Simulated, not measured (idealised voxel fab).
process module | voxel ribs on slabs
Each square cell in cross-section cut measures 5 nm, and the section as a whole is 155 nm wide.
Cross-section layout: square cells on a grid; listed as bands, top to bottom; a band spans one or more cell rows. Basically the band line says how high the top is and how high the bottom is, in nm, and then what's in it from left to right, every material with its width in nm. Empty space shows up as "blank", and if a single material carries "everywhere" it runs the full band edge to edge. For the purposes of this specification, 0 denotes the height below which the wafer in its as-received condition is composed wholly of one material, and the lowermost band, lacking a lower limit, extends downward without end, as expressed in "0 nm and below". Width spec "30->40" -> top row of cells at first value, bottom row at second value, equal per-row change in between. A step reported as "no change" is a step in which no cell of the cross-section changed. The entry "Sealed internal cavities" lists the empty spaces that cover at least 8 cells and have no open path to the top. Each is written as width x height at distance, where the distance is measured from the left edge and all three values are in nm. Where a step's line continues beyond its settings, the continuation is a remark by the simulator itself on that step. For masked steps, "overlay nm" on the step line gives how far right of plan the mask actually lay; a minus sign means it lay to the left.
This section lists the process steps that were planned:
step 1: op RECEIVE | material Si
step 2: op DIRECTIONAL_DEP | material SiO2 | thk nm 30
step 3: op DIRECTIONAL_DEP | material polySi | thk nm 15
step 4: op MASKED_ETCH | tone cover | mask id RIB | width nm 20 | etch materials polySi | depth nm 5 | overlay nm 0
step 5: op MASKED_ETCH | tone cover | mask id SLAB | width nm 50 | etch materials polySi | depth nm 10 | overlay nm 0
step 6: op FILL_DEP | material SiO2 | thk nm 25
step 7: op CMP | height nm 60
step 8: op DIRECTIONAL_DEP | material TiN | thk nm 5
step 9: op PATTERN | tone cover | mask id HEATER | material resist | width nm 30 | thk nm 20 | overlay nm 0
step 10: op DIRECTIONAL_ETCH | etch materials TiN | depth nm 5
step 11: op STRIP | etch materials resist
step 12: op CONFORMAL_DEP | material SiO2 | thk nm 10
Cross-section of the incoming wafer, state after step 1:
    0 nm and below | Si everywhere
    Sealed internal cavities: none
First of two wafers: cross-section at end of module, run per plan:
    75 nm to 70 nm | blank=50; SiO2=50; blank=55
    70 nm to 65 nm | SiO2 everywhere
    65 nm to 60 nm | SiO2=60; TiN=30; SiO2=65
    60 nm to 45 nm | SiO2 everywhere
    45 nm to 40 nm | SiO2=65; polySi=20; SiO2=70
    40 nm to 30 nm | SiO2=50; polySi=50; SiO2=55
    30 nm to 0 nm | SiO2 everywhere
    0 nm and below | Si everywhere
    Sealed internal cavities: none
Here is the second of the two wafers cut open at the end of the module - same start, same plan as the first one, but we made one mistake running it:
    75 nm to 70 nm | blank=50; SiO2=50; blank=55
    70 nm to 65 nm | SiO2 everywhere
    65 nm to 60 nm | SiO2=60; TiN=30; SiO2=65
    60 nm to 45 nm | SiO2 everywhere
    45 nm to 40 nm | SiO2=65; polySi=25; SiO2=65
    40 nm to 30 nm | SiO2=50; polySi=50; SiO2=55
    30 nm to 0 nm | SiO2 everywhere
    0 nm and below | Si everywhere
    Sealed internal cavities: none
Heads up, the wafer didn't run the way we planned it: heads up, step 4 didn't go per plan, it actually ran as op MASKED_ETCH | tone cover | mask id RIB | width nm 25 | etch materials polySi | depth nm 5 | overlay nm 0
Heads up, by the end the second wafer has more or fewer cells of some materials compared to the first: -1 SiO2, +1 polySi
